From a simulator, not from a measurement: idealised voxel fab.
A process module follows: voxel fin reveal.
For reference, the cross-section in this document is cut, with width 205 nm and square cells of 5 nm.
Bands, listed from the top down, are how a cross-section gets written in this document; the cross-section itself is a grid of square cells, and a band is one or more rows of them. Top, bottom (nm), then materials left to right with widths (nm); lone material tagged "throughout" fills the whole band edge to edge; "blank" = empty space. Heights from 0 (as-received wafer is one material below). Bottom band endless downward, as "z 0 and below". Width "30..40": first value at the band's top row of cells, second value at its bottom row, equal change from row to row. The cross-section has no changed cell in any step marked "nothing altered". Enclosed voids (no open way to top), threshold 8 cells or more, entry "Sealed void listing", notation width x height at distance, distance from left edge, nm. Text after the settings on a step's line: the simulator's own remark on that step. overlay nm: on a step with a mask, how far right of its planned place the mask lay; negative means left.

This section lists the process steps that were planned:
1: op RECEIVE | material Si
2: op CONFORMAL_DEP | material SiN | thk nm 5
3: op DIRECTIONAL_DEP | material aC | thk nm 15
4: op PATTERN | tone cover | mask id FINS | material resist | width nm 15 | pitch nm 40 | thk nm 30 | overlay nm 0
5: op DIRECTIONAL_ETCH | etch materials aC | depth nm 15
6: op STRIP | etch materials resist
7: op DIRECTIONAL_ETCH | etch materials SiN | depth nm 5
8: op DIRECTIONAL_ETCH | etch materials Si | depth nm 40
9: op STRIP | etch materials aC
10: op OXIDIZE | depth nm 5
11: op FILL_DEP | material SiO2 | thk nm 15
12: op CMP | height nm 5
13: op SELECTIVE_ETCH | etch materials SiO2 | depth nm 30
14: op STRIP | etch materials SiN
15: op CONFORMAL_DEP | material HfO2 | thk nm 5

As received (post step 1): cross-section:
> z 0 and below | Si throughout
> Sealed void listing: none

Wafer at module end, in section. Began as above, planned as above, run with one mistake:
> z 5 to 0 | 55 of blank, 15 of HfO2, 25 of blank, 15 of HfO2, 25 of blank, 15 of HfO2, 55 of blank
> z 0 to -5 | 55 of blank, 5 of HfO2, 5 of Si, 5 of HfO2, 25 of blank, 5 of HfO2, 5 of Si, 5 of HfO2, 25 of blank, 5 of HfO2, 5 of Si, 5 of HfO2, 55 of blank
> z -5 to -10 | 60 of HfO2, 5 of Si, 35 of HfO2, 5 of Si, 35 of HfO2, 5 of Si, 60 of HfO2
> z -10 to -45 | 60 of SiO2, 5 of Si, 35 of SiO2, 5 of Si, 35 of SiO2, 5 of Si, 60 of SiO2
> z -45 and below | Si throughout
> Sealed void listing: none
So what did we get wrong on this run? yeah, step 12 of the plan got skipped, never ran
